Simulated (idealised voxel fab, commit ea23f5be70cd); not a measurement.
Process module name: voxel air gaps
Section cut is 240 nm wide and gridded with 5 nm square cells.
In what follows, cross-sections appear as grids of square cells, described through bands that run from the top down, where every band is one or more rows of cells.
For a band, the entry starts with two heights in nm, that of the top and then that of the bottom, and carries on with the band's materials in order from left to right, each alongside its width in nm; the word "throughout" beside a single material means it fills the band edge to edge, and "empty" means empty space.
It should be noted that heights are counted from 0, beneath which the wafer as supplied is of one material throughout, and that the lowest band possesses no lower boundary but continues downward, as written in "z 0 and below".
The width entry "30 to 40" should be interpreted row by row: the top row of cells in the band takes the first number, the bottom row takes the second number, and the change between adjacent rows is uniform throughout.
You'll sometimes find "stayed the same" written for a step, and that's the way of saying that nowhere in the cross-section did a cell change during that step.
"Voids, fully enclosed" lists enclosed empty spaces (at least 8 cells, no open path upward to the top), each as width x height at distance from the left edge, in nm.
Heads up: the bit after the settings on a step's line is the simulator's remark on that step.
The setting "overlay nm" may be written on the line of a step. When the step uses a mask, the value reports how far to the right of the planned place the mask lay, and a negative value reports that it lay to the left.

[Process steps (planned)]
- 1: RECEIVE [material Si]
- 2: CONFORMAL_DEP [material SiO2] [thk nm 15]
- 3: CONFORMAL_DEP [material SiN] [thk nm 5]
- 4: DIRECTIONAL_DEP [material SiO2] [thk nm 35]
- 5: DIRECTIONAL_DEP [material aC] [thk nm 15]
- 6: PATTERN [tone open] [mask id LINES] [material resist] [width nm 20] [pitch nm 45] [thk nm 35] [overlay nm 0]
- 7: DIRECTIONAL_ETCH [etch materials aC] [depth nm 15]
- 8: STRIP [etch materials resist]
- 9: DIRECTIONAL_ETCH [etch materials SiO2] [depth nm 35]
- 10: STRIP [etch materials aC]
- 11: CONFORMAL_DEP [material TiN] [thk nm 5]
- 12: FILL_DEP [material Cu] [thk nm 5]
- 13: CMP [height nm 55]
- 14: EPI [material Ru] [thk nm 10]
- 15: SELECTIVE_ETCH [etch materials SiO2] [depth nm 45]
- 16: CONFORMAL_DEP [material SiCN] [thk nm 5]

[Cross-section of the wafer at receipt, which is the condition after step 1]
- z 0 and below = Si throughout
- Voids, fully enclosed: none

[Cross-section: first of two wafers, module finished, run according to plan]
- z 70 to 65 = empty=25 / SiCN=185 / empty=30
- z 65 to 55 = empty=25 / SiCN=5 / Ru=40 / SiCN=5 / Ru=40 / SiCN=5 / Ru=40 / SiCN=5 / Ru=40 / SiCN=5 / empty=30
- z 55 to 50 = empty=25 / SiCN=15 / TiN=5 / Cu=10 / TiN=5 / SiCN=25 / TiN=5 / Cu=10 / TiN=5 / SiCN=25 / TiN=5 / Cu=10 / TiN=5 / SiCN=25 / TiN=5 / Cu=10 / TiN=5 / SiCN=15 / empty=30
- z 50 to 25 = empty=35 / SiCN=5 / TiN=5 / Cu=10 / TiN=5 / SiCN=5 / empty=15 / SiCN=5 / TiN=5 / Cu=10 / TiN=5 / SiCN=5 / empty=15 / SiCN=5 / TiN=5 / Cu=10 / TiN=5 / SiCN=5 / empty=15 / SiCN=5 / TiN=5 / Cu=10 / TiN=5 / SiCN=5 / empty=40
- z 25 to 20 = SiCN=40 / TiN=20 / SiCN=25 / TiN=20 / SiCN=25 / TiN=20 / SiCN=25 / TiN=20 / SiCN=45
- z 20 to 15 = SiN throughout
- z 15 to 0 = SiO2 throughout
- z 0 and below = Si throughout
- Voids, fully enclosed: 15 x 25 at 65; 15 x 25 at 110; 15 x 25 at 155

[Cross-sectional view of the second of two wafers upon completion of the module. This wafer shared its starting condition and process plan with the first; one error was made during its execution]
- z 70 to 65 = empty=20 / SiCN=195 / empty=25
- z 65 to 55 = empty=20 / SiCN=5 / Ru=185 / SiCN=5 / empty=25
- z 55 to 50 = empty=20 / SiCN=15 / TiN=5 / Cu=20 / TiN=5 / SiO2=15 / TiN=5 / Cu=20 / TiN=5 / SiO2=15 / TiN=5 / Cu=20 / TiN=5 / SiO2=15 / TiN=5 / Cu=20 / TiN=5 / SiCN=15 / empty=25
- z 50 to 25 = empty=30 / SiCN=5 / TiN=5 / Cu=20 / TiN=5 / SiO2=15 / TiN=5 / Cu=20 / TiN=5 / SiO2=15 / TiN=5 / Cu=20 / TiN=5 / SiO2=15 / TiN=5 / Cu=20 / TiN=5 / SiCN=5 / empty=35
- z 25 to 20 = SiCN=35 / TiN=30 / SiO2=15 / TiN=30 / SiO2=15 / TiN=30 / SiO2=15 / TiN=30 / SiCN=40
- z 20 to 15 = SiN throughout
- z 15 to 0 = SiO2 throughout
- z 0 and below = Si throughout
- Voids, fully enclosed: none
what went wrong: in deviation from the planned setting, step 6 was conducted as PATTERN [tone open] [mask id LINES] [material resist] [width nm 30] [pitch nm 45] [thk nm 35] [overlay nm 0]
Once processing is complete, comparing cell counts shows that the second wafer has more or fewer of certain materials than the first: +48 Cu; +10 Ru; -66 SiCN; +63 SiO2; +8 TiN
Heads up: the first wafer ends with 3 closed voids, the second with 0.
